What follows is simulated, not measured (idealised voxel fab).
The following is a process module called voxel spacer lines.
Square cell edge 5 nm, section width 185 nm, ID cut.
A cross-section in this document is a grid of square cells, and it is written down as bands, the top band listed before the ones below it; a band is made up of one or more rows of cells. Heads up on the band format: heights come first, top then bottom, in nm. After that it's the materials left to right, each with its width in nm. A single material flagged "full width" fills the whole band edge to edge, and "air" means there's empty space there. Where do heights start? At 0: under that level the wafer as delivered is made of one material only. And the lowest band has no floor; it just carries on downward, as in "z 0 and below". It should be noted that a width expressed as "30 to 40" varies in equal increments from row to row of cells within the band, taking the value of the first number at the top row and that of the second number at the bottom row. Step note "no modifications" = no cross-section cell changed. Heads up: "Unvented internal voids" only lists the empty pockets with no open path to the top that are 8 cells or more, and it writes them as width x height at distance, distance from the left edge, in nm. Anything after a step's settings on that line? It's the simulator's own note about the step. Regarding "overlay nm": on a step with a mask, it is the distance the mask lay to the right of its planned place; a negative value places it to the left.
## Process steps - plan
1: RECEIVE, material Si
2: CONFORMAL_DEP, material Al2O3, thk nm 5
3: DIRECTIONAL_DEP, material SiN, thk nm 10
4: DIRECTIONAL_DEP, material polySi, thk nm 30
5: PATTERN, tone cover, mask id MANDREL, material resist, width nm 15, pitch nm 50, thk nm 40, overlay nm -15
6: DIRECTIONAL_ETCH, etch materials polySi, depth nm 30
7: STRIP, etch materials resist
8: CONFORMAL_DEP, material SiO2, thk nm 10
9: DIRECTIONAL_ETCH, etch materials SiO2, depth nm 10
10: STRIP, etch materials polySi
11: DIRECTIONAL_ETCH, etch materials SiN, depth nm 10
12: STRIP, etch materials SiO2
Wafer-to-wafer difference: overlay nm, step 5. Common start. Plan = first wafer's value.
## First of several wafers, received after step 1, in cross-section
* z 0 and below | Si full width
* Unvented internal voids: none
## What follows is a table in which each wafer occupies a row; for the wafer as it stands at the close of the module, the row states, material by material, how many cells have been gained (+) or lost (-) since receipt, and then gives its closed voids
overlay nm -15 | +37 Al2O3 | +16 SiN | Unvented internal voids: none
overlay nm -10 | +37 Al2O3 | +16 SiN | Unvented internal voids: none
overlay nm -5 | +37 Al2O3 | +16 SiN | Unvented internal voids: none
overlay nm 0 | +37 Al2O3 | +16 SiN | Unvented internal voids: none
overlay nm 5 | +37 Al2O3 | +16 SiN | Unvented internal voids: none
overlay nm 10 | +37 Al2O3 | +16 SiN | Unvented internal voids: none
overlay nm 15 | +37 Al2O3 | +16 SiN | Unvented internal voids: none
